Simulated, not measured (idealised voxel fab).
The name of this process module is voxel transistor to metal.
Square cell edge 5 nm, section width 300 nm, ID cut.
When this document writes out a cross-section, it uses a grid of square cells and lists it as bands, beginning at the top and moving down, with a band standing for one or more rows of cells.
Basically the band line says how high the top is and how high the bottom is, in nm, and then what's in it from left to right, every material with its width in nm. Empty space shows up as "blank", and if a single material carries "full width" it runs the full band edge to edge.
Heads up on the height convention: 0 is the point under which the incoming wafer is all one material, and the lowest band has no bottom, it just keeps going down, like "0 and below".
Top row gets the first number, bottom row gets the second, and each row in between changes by the same step: that is how a band width like "30 to 40" works.
Key: "all unchanged" - step with no changed cell in the cross-section.
In "Enclosed void catalog" the enclosed voids are listed, meaning empty spaces of 8 cells or larger without any opening to the top. The form is width x height at distance, distance from the left edge, units nm.
Formally, on a step line, whatever follows the settings is a remark that the simulator itself makes on the step.
overlay nm: mask offset rightward from planned place, masked step; negative means leftward offset.
Process steps (planned)
- 1: RECEIVE: material Si
- 2: CONFORMAL_DEP: material SiO2, thk nm 5
- 3: CONFORMAL_DEP: material SiN, thk nm 15
- 4: PATTERN: tone cover, mask id ACTIVE, material resist, width nm 115, pitch nm 145, thk nm 20, overlay nm 0
- 5: DIRECTIONAL_ETCH: etch materials SiN, depth nm 15
- 6: DIRECTIONAL_ETCH: etch materials SiO2, depth nm 5
- 7: DIRECTIONAL_ETCH: etch materials Si, depth nm 25
- 8: STRIP: etch materials resist
- 9: OXIDIZE: depth nm 5
- 10: FILL_DEP: material SiO2, thk nm 10
- 11: CMP: height nm 20
- 12: SELECTIVE_ETCH: etch materials SiO2, depth nm 5
- 13: STRIP: etch materials SiN
- 14: SELECTIVE_ETCH: etch materials SiO2, depth nm 5
- 15: OXIDIZE: depth nm 5
- 16: DIRECTIONAL_DEP: material polySi, thk nm 25
- 17: DIRECTIONAL_DEP: material SiCN, thk nm 10
- 18: MASKED_ETCH: tone cover, mask id GATE, width nm 25, pitch nm 145, etch materials SiCN, depth nm 20, overlay nm 0
- 19: MASKED_ETCH: tone cover, mask id GATE, width nm 25, pitch nm 145, etch materials polySi, depth nm 35, overlay nm 0
- 20: CONFORMAL_DEP: material SiN, thk nm 10
- 21: DIRECTIONAL_ETCH: etch materials SiN, depth nm 10
- 22: DIRECTIONAL_ETCH: etch materials SiO2, depth nm 5
- 23: DIRECTIONAL_ETCH: etch materials Si, depth nm 15
- 24: EPI: material nSi, thk nm 20
- 25: FILL_DEP: material SiO2, thk nm 10
- 26: CMP: height nm 35
- 27: DIRECTIONAL_DEP: material SiO2, thk nm 10
- 28: MASKED_ETCH: tone open, mask id CONTACT, width nm 30, etch materials SiO2, depth nm 45, overlay nm 0
- 29: CONFORMAL_DEP: material TiN, thk nm 5
- 30: FILL_DEP: material Ru, thk nm 5
- 31: CMP: height nm 45
- 32: DIRECTIONAL_DEP: material TiN, thk nm 5
- 33: DIRECTIONAL_DEP: material W, thk nm 15
- 34: PATTERN: tone cover, mask id METAL_1, material resist, width nm 20, thk nm 15, overlay nm 0
- 35: DIRECTIONAL_ETCH: etch materials W, depth nm 15
- 36: DIRECTIONAL_ETCH: etch materials TiN, depth nm 5
- 37: STRIP: etch materials resist
- 38: FILL_DEP: material lowk, thk nm 10
- 39: CMP: height nm 65
- 40: CONFORMAL_DEP: material SiCN, thk nm 5
- 41: DIRECTIONAL_DEP: material SiO2, thk nm 30
- 42: PATTERN: tone open, mask id METAL_2_HOLES, material resist, width nm 15, pitch nm 145, thk nm 20, overlay nm 0
- 43: DIRECTIONAL_ETCH: etch materials SiO2, depth nm 30
- 44: STRIP: etch materials resist
- 45: PATTERN: tone open, mask id METAL_2, material resist, width nm 15, pitch nm 145, thk nm 20, overlay nm 0
- 46: DIRECTIONAL_ETCH: etch materials SiO2, depth nm 15
- 47: DIRECTIONAL_ETCH: etch materials SiCN, depth nm 5
- 48: STRIP: etch materials resist
- 49: CONFORMAL_DEP: material TiN, thk nm 5
- 50: FILL_DEP: material Cu, thk nm 5
- 51: CMP: height nm 100
- 52: CONFORMAL_DEP: material SiCN, thk nm 5
Be aware that, although all wafers share a common starting state, the width nm at step 45 differs among them, and the plan displays the first wafer's value.
First wafer of several, as received: cross-section after step 1
> 0 and below = Si full width
> Enclosed void catalog: none
Cross-section of the first of several wafers once the module has run through its last step, step 52
> 105 down to 100 = SiCN full width
> 100 down to 90 = 30 of SiO2, then 5 of TiN, then 10 of Cu, then 5 of TiN, then 125 of SiO2, then 5 of TiN, then 10 of Cu, then 5 of TiN, then 105 of SiO2
> 90 down to 85 = 30 of SiO2, then 5 of TiN, then 5 of Cu, then 10 of TiN, then 125 of SiO2, then 5 of TiN, then 5 of Cu, then 10 of TiN, then 105 of SiO2
> 85 down to 75 = 30 of SiO2, then 5 of TiN, then 5 of Cu, then 5 of TiN, then 130 of SiO2, then 5 of TiN, then 5 of Cu, then 5 of TiN, then 110 of SiO2
> 75 down to 70 = 30 of SiO2, then 15 of TiN, then 130 of SiO2, then 15 of TiN, then 110 of SiO2
> 70 down to 65 = 35 of SiCN, then 10 of TiN, then 135 of SiCN, then 10 of TiN, then 110 of SiCN
> 65 down to 50 = 30 of lowk, then 20 of W, then 55 of lowk, then 20 of W, then 50 of lowk, then 20 of W, then 55 of lowk, then 20 of W, then 30 of lowk
> 50 down to 45 = 30 of lowk, then 20 of TiN, then 55 of lowk, then 20 of TiN, then 50 of lowk, then 20 of TiN, then 55 of lowk, then 20 of TiN, then 30 of lowk
> 45 down to 35 = 30 of SiO2, then 5 of TiN, then 20 to 15 of Ru, then 5 to 10 of TiN, then 35 of SiO2, then 5 to 10 of TiN, then 20 to 15 of Ru, then 5 of TiN, then 50 of SiO2, then 5 of TiN, then 20 to 15 of Ru, then 5 to 10 of TiN, then 35 of SiO2, then 5 to 10 of TiN, then 20 to 15 of Ru, then 5 of TiN, then 30 of SiO2
> 35 down to 25 = 30 of SiO2, then 5 of TiN, then 15 of Ru, then 5 of TiN, then 10 of SiN, then 25 of SiCN, then 10 of SiN, then 5 of TiN, then 15 of Ru, then 5 of TiN, then 50 of SiO2, then 5 of TiN, then 15 of Ru, then 5 of TiN, then 10 of SiN, then 25 of SiCN, then 10 of SiN, then 5 of TiN, then 15 of Ru, then 5 of TiN, then 30 of SiO2
> 25 down to 20 = 30 of SiO2, then 5 of TiN, then 15 of Ru, then 5 of TiN, then 10 of SiN, then 25 of polySi, then 10 of SiN, then 5 of TiN, then 15 of Ru, then 5 of TiN, then 50 of SiO2, then 5 of TiN, then 15 of Ru, then 5 of TiN, then 10 of SiN, then 25 of polySi, then 10 of SiN, then 5 of TiN, then 15 of Ru, then 5 of TiN, then 30 of SiO2
> 20 down to 15 = 30 of SiO2, then 25 of TiN, then 10 of SiN, then 25 of polySi, then 10 of SiN, then 25 of TiN, then 50 of SiO2, then 25 of TiN, then 10 of SiN, then 25 of polySi, then 10 of SiN, then 25 of TiN, then 30 of SiO2
> 15 down to 10 = 30 of SiO2, then 5 of TiN, then 20 of nSi, then 10 of SiN, then 25 of polySi, then 10 of SiN, then 20 of nSi, then 5 of TiN, then 50 of SiO2, then 5 of TiN, then 20 of nSi, then 10 of SiN, then 25 of polySi, then 10 of SiN, then 20 of nSi, then 5 of TiN, then 30 of SiO2
> 10 down to 0 = 15 of SiO2, then 10 of SiN, then 5 of SiO2, then 5 of TiN, then 20 of nSi, then 10 of SiN, then 25 of polySi, then 10 of SiN, then 20 of nSi, then 5 of TiN, then 5 of SiO2, then 10 of SiN, then 20 of SiO2, then 10 of SiN, then 5 of SiO2, then 5 of TiN, then 20 of nSi, then 10 of SiN, then 25 of polySi, then 10 of SiN, then 20 of nSi, then 5 of TiN, then 5 of SiO2, then 10 of SiN, then 15 of SiO2
> 0 down to -5 = 25 of SiO2, then 30 of nSi, then 45 of SiO2, then 30 of nSi, then 40 of SiO2, then 30 of nSi, then 45 of SiO2, then 30 of nSi, then 25 of SiO2
> -5 down to -20 = 25 of SiO2, then 30 of nSi, then 45 of Si, then 30 of nSi, then 40 of SiO2, then 30 of nSi, then 45 of Si, then 30 of nSi, then 25 of SiO2
> -20 down to -30 = 25 of SiO2, then 105 of Si, then 40 of SiO2, then 105 of Si, then 25 of SiO2
> -30 and below = Si full width
> Enclosed void catalog: none
Last wafer at the end
> 105 down to 100 = SiCN full width
> 100 down to 90 = 25 of SiO2, then 5 of TiN, then 25 of Cu, then 5 of TiN, then 110 of SiO2, then 5 of TiN, then 25 of Cu, then 5 of TiN, then 95 of SiO2
> 90 down to 85 = 25 of SiO2, then 10 of TiN, then 5 of Cu, then 20 of TiN, then 110 of SiO2, then 10 of TiN, then 5 of Cu, then 20 of TiN, then 95 of SiO2
> 85 down to 70 = 30 of SiO2, then 5 of TiN, then 5 of Cu, then 5 of TiN, then 130 of SiO2, then 5 of TiN, then 5 of Cu, then 5 of TiN, then 110 of SiO2
> 70 down to 65 = 30 of SiCN, then 15 of TiN, then 130 of SiCN, then 15 of TiN, then 110 of SiCN
> 65 down to 50 = 30 of lowk, then 20 of W, then 55 of lowk, then 20 of W, then 50 of lowk, then 20 of W, then 55 of lowk, then 20 of W, then 30 of lowk
> 50 down to 45 = 30 of lowk, then 20 of TiN, then 55 of lowk, then 20 of TiN, then 50 of lowk, then 20 of TiN, then 55 of lowk, then 20 of TiN, then 30 of lowk
> 45 down to 35 = 30 of SiO2, then 5 of TiN, then 20 to 15 of Ru, then 5 to 10 of TiN, then 35 of SiO2, then 5 to 10 of TiN, then 20 to 15 of Ru, then 5 of TiN, then 50 of SiO2, then 5 of TiN, then 20 to 15 of Ru, then 5 to 10 of TiN, then 35 of SiO2, then 5 to 10 of TiN, then 20 to 15 of Ru, then 5 of TiN, then 30 of SiO2
> 35 down to 25 = 30 of SiO2, then 5 of TiN, then 15 of Ru, then 5 of TiN, then 10 of SiN, then 25 of SiCN, then 10 of SiN, then 5 of TiN, then 15 of Ru, then 5 of TiN, then 50 of SiO2, then 5 of TiN, then 15 of Ru, then 5 of TiN, then 10 of SiN, then 25 of SiCN, then 10 of SiN, then 5 of TiN, then 15 of Ru, then 5 of TiN, then 30 of SiO2
> 25 down to 20 = 30 of SiO2, then 5 of TiN, then 15 of Ru, then 5 of TiN, then 10 of SiN, then 25 of polySi, then 10 of SiN, then 5 of TiN, then 15 of Ru, then 5 of TiN, then 50 of SiO2, then 5 of TiN, then 15 of Ru, then 5 of TiN, then 10 of SiN, then 25 of polySi, then 10 of SiN, then 5 of TiN, then 15 of Ru, then 5 of TiN, then 30 of SiO2
> 20 down to 15 = 30 of SiO2, then 25 of TiN, then 10 of SiN, then 25 of polySi, then 10 of SiN, then 25 of TiN, then 50 of SiO2, then 25 of TiN, then 10 of SiN, then 25 of polySi, then 10 of SiN, then 25 of TiN, then 30 of SiO2
> 15 down to 10 = 30 of SiO2, then 5 of TiN, then 20 of nSi, then 10 of SiN, then 25 of polySi, then 10 of SiN, then 20 of nSi, then 5 of TiN, then 50 of SiO2, then 5 of TiN, then 20 of nSi, then 10 of SiN, then 25 of polySi, then 10 of SiN, then 20 of nSi, then 5 of TiN, then 30 of SiO2
> 10 down to 0 = 15 of SiO2, then 10 of SiN, then 5 of SiO2, then 5 of TiN, then 20 of nSi, then 10 of SiN, then 25 of polySi, then 10 of SiN, then 20 of nSi, then 5 of TiN, then 5 of SiO2, then 10 of SiN, then 20 of SiO2, then 10 of SiN, then 5 of SiO2, then 5 of TiN, then 20 of nSi, then 10 of SiN, then 25 of polySi, then 10 of SiN, then 20 of nSi, then 5 of TiN, then 5 of SiO2, then 10 of SiN, then 15 of SiO2
> 0 down to -5 = 25 of SiO2, then 30 of nSi, then 45 of SiO2, then 30 of nSi, then 40 of SiO2, then 30 of nSi, then 45 of SiO2, then 30 of nSi, then 25 of SiO2
> -5 down to -20 = 25 of SiO2, then 30 of nSi, then 45 of Si, then 30 of nSi, then 40 of SiO2, then 30 of nSi, then 45 of Si, then 30 of nSi, then 25 of SiO2
> -20 down to -30 = 25 of SiO2, then 105 of Si, then 40 of SiO2, then 105 of Si, then 25 of SiO2
> -30 and below = Si full width
> Enclosed void catalog: none
Where each wafer stands at the end of the module, a row apiece: cells of each material gained (+) or lost (-) since it was received, then closed voids
width nm 15 | +14 Cu | +64 Ru | -222 Si | +136 SiCN | +72 SiN | +654 SiO2 | +124 TiN | +48 W | +176 lowk | +144 nSi | +50 polySi | Enclosed void catalog: none
width nm 20 | +16 Cu | +64 Ru | -222 Si | +134 SiCN | +72 SiN | +654 SiO2 | +124 TiN | +48 W | +176 lowk | +144 nSi | +50 polySi | Enclosed void catalog: none
width nm 25 | +20 Cu | +64 Ru | -222 Si | +134 SiCN | +72 SiN | +648 SiO2 | +126 TiN | +48 W | +176 lowk | +144 nSi | +50 polySi | Enclosed void catalog: none
width nm 30 | +24 Cu | +64 Ru | -222 Si | +134 SiCN | +72 SiN | +642 SiO2 | +128 TiN | +48 W | +176 lowk | +144 nSi | +50 polySi | Enclosed void catalog: none
width nm 35 | +28 Cu | +64 Ru | -222 Si | +134 SiCN | +72 SiN | +636 SiO2 | +130 TiN | +48 W | +176 lowk | +144 nSi | +50 polySi | Enclosed void catalog: none
